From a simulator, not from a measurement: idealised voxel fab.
process module | voxel tone inversion
cross-section cut | 230 nm wide | cells 5 nm
A cross-section is a grid of square cells, given in bands from the top down. A band is one or more rows of cells.
Each band's line starts with the height of the band's top and of its bottom, in nm. Then come its materials from left to right, each with its width in nm. One material with "throughout" fills the band from edge to edge. "air" is empty space.
Height 0 is the level under which the wafer as received is all one material. The lowest band goes on downwards, as in "0 down".
A width such as "30 to 40" changes by the same amount from each row of cells to the next, from the band's top row to its bottom row.
"no change" after a step means that no cell of the cross-section changed.
closed voids: empty space of 8 cells or more with no open way to the top, each as width x height at its distance from the left edge, in nm
after a step's settings: what the simulator itself notes on the step
overlay nm, on a step with a mask: how far to the right of its planned place the mask lay; to the left if negative
plan
1 op RECEIVE | material Si
2 op CONFORMAL_DEP | material SiCN | thk nm 5
3 op DIRECTIONAL_DEP | material polySi | thk nm 25
4 op PATTERN | tone cover | mask id POSTS | material resist | width nm 25 | pitch nm 50 | thk nm 35 | overlay nm 0
5 op DIRECTIONAL_ETCH | etch materials polySi | depth nm 25
6 op STRIP | etch materials resist
7 op FILL_DEP | material lowk | thk nm 5
8 op CMP | height nm 30
9 op STRIP | etch materials polySi
as received, after step 1
  0 down: Si throughout
  closed voids: none
first wafer at the end, as planned
  30 to 5: lowk 50 | air 25 | lowk 25 | air 25 | lowk 25 | air 25 | lowk 55
  5 to 0: SiCN throughout
  0 down: Si throughout
  closed voids: none
second wafer at the end: like start, like plan, one mistake
  30 to 25: SiCN throughout
  25 to 0: polySi throughout
  0 down: Si throughout
  closed voids: none
what went wrong: steps 2 and 3 were swapped
at the end the second wafer has, in cells: 155 fewer of lowk | 230 more of polySi
